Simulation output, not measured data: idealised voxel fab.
Process module in this document: voxel fin reveal
Square cell edge 5 nm, section width 240 nm, ID cut.
The cross-sections in this document take the form of a grid made of square cells. They are written out as bands, in order from top to bottom. Each band consists of one or more rows of cells.
Each band's line starts with the height of the band's top and of its bottom, in nm. Then come its materials from left to right, each with its width in nm. One material with "all across" fills the band from edge to edge. "blank" is empty space.
Heads up on the height convention: 0 is the point under which the incoming wafer is all one material, and the lowest band has no bottom, it just keeps going down, like "from 0 down".
Per-row width for "30..40": begins at first number (top row of band), ends at second number (bottom row), increment between rows held constant.
For the purposes of this document, the phrase "remained the same" attached to a step denotes that no cell within the cross-section was modified by that step.
If an empty space has no open way to the top and is at least 8 cells in size, "Closed empty spaces" lists it, written width x height at distance, where distance is measured from the left edge and every value is in nm.
Formally, on a step line, whatever follows the settings is a remark that the simulator itself makes on the step.
You can add "overlay nm" to a step's line. For a step with a mask, it describes how far the mask lay to the right of its planned position, and a negative number describes a lay to the left.
-- Steps in the process plan
1) RECEIVE | material Si
2) CONFORMAL_DEP | material SiN | thk nm 5
3) DIRECTIONAL_DEP | material aC | thk nm 15
4) PATTERN | tone cover | mask id FINS | material resist | width nm 15 | pitch nm 45 | thk nm 35 | overlay nm 0
5) DIRECTIONAL_ETCH | etch materials aC | depth nm 15
6) STRIP | etch materials resist
7) DIRECTIONAL_ETCH | etch materials SiN | depth nm 5
8) DIRECTIONAL_ETCH | etch materials Si | depth nm 35
9) STRIP | etch materials aC
10) FILL_DEP | material SiO2 | thk nm 15
11) CMP | height nm 5
12) SELECTIVE_ETCH | etch materials SiO2 | depth nm 30
13) STRIP | etch materials SiN
14) CONFORMAL_DEP | material HfO2 | thk nm 5
-- Cross-section of the wafer as it came to us, i.e., already through step 1
  from 0 down: Si all across
  Closed empty spaces: none
-- The first of the two wafers as seen in cross-section once the module was finished; processing followed the plan
  from 5 to 0: blank: 60, then HfO2: 25, then blank: 20, then HfO2: 25, then blank: 20, then HfO2: 25, then blank: 65
  from 0 to -20: blank: 60, then HfO2: 5, then Si: 15, then HfO2: 5, then blank: 20, then HfO2: 5, then Si: 15, then HfO2: 5, then blank: 20, then HfO2: 5, then Si: 15, then HfO2: 5, then blank: 65
  from -20 to -25: HfO2: 65, then Si: 15, then HfO2: 30, then Si: 15, then HfO2: 30, then Si: 15, then HfO2: 70
  from -25 to -35: SiO2: 65, then Si: 15, then SiO2: 30, then Si: 15, then SiO2: 30, then Si: 15, then SiO2: 70
  from -35 down: Si all across
  Closed empty spaces: none
-- Here's the second of our two wafers sectioned at module end. Same start as the first, same plan, but one mistake got made running it
  from 5 to 0: blank: 60, then HfO2: 25, then blank: 20, then HfO2: 25, then blank: 20, then HfO2: 25, then blank: 65
  from 0 to -20: blank: 60, then HfO2: 5, then Si: 15, then HfO2: 5, then blank: 20, then HfO2: 5, then Si: 15, then HfO2: 5, then blank: 20, then HfO2: 5, then Si: 15, then HfO2: 5, then blank: 65
  from -20 to -25: HfO2: 65, then Si: 15, then HfO2: 30, then Si: 15, then HfO2: 30, then Si: 15, then HfO2: 70
  from -25 to -70: SiO2: 65, then Si: 15, then SiO2: 30, then Si: 15, then SiO2: 30, then Si: 15, then SiO2: 70
  from -70 down: Si all across
  Closed empty spaces: none
Here's what went sideways: twice over, step 8 of the plan was run
Cell-count delta at end, second wafer over first, by material: Si -273, SiO2 +273
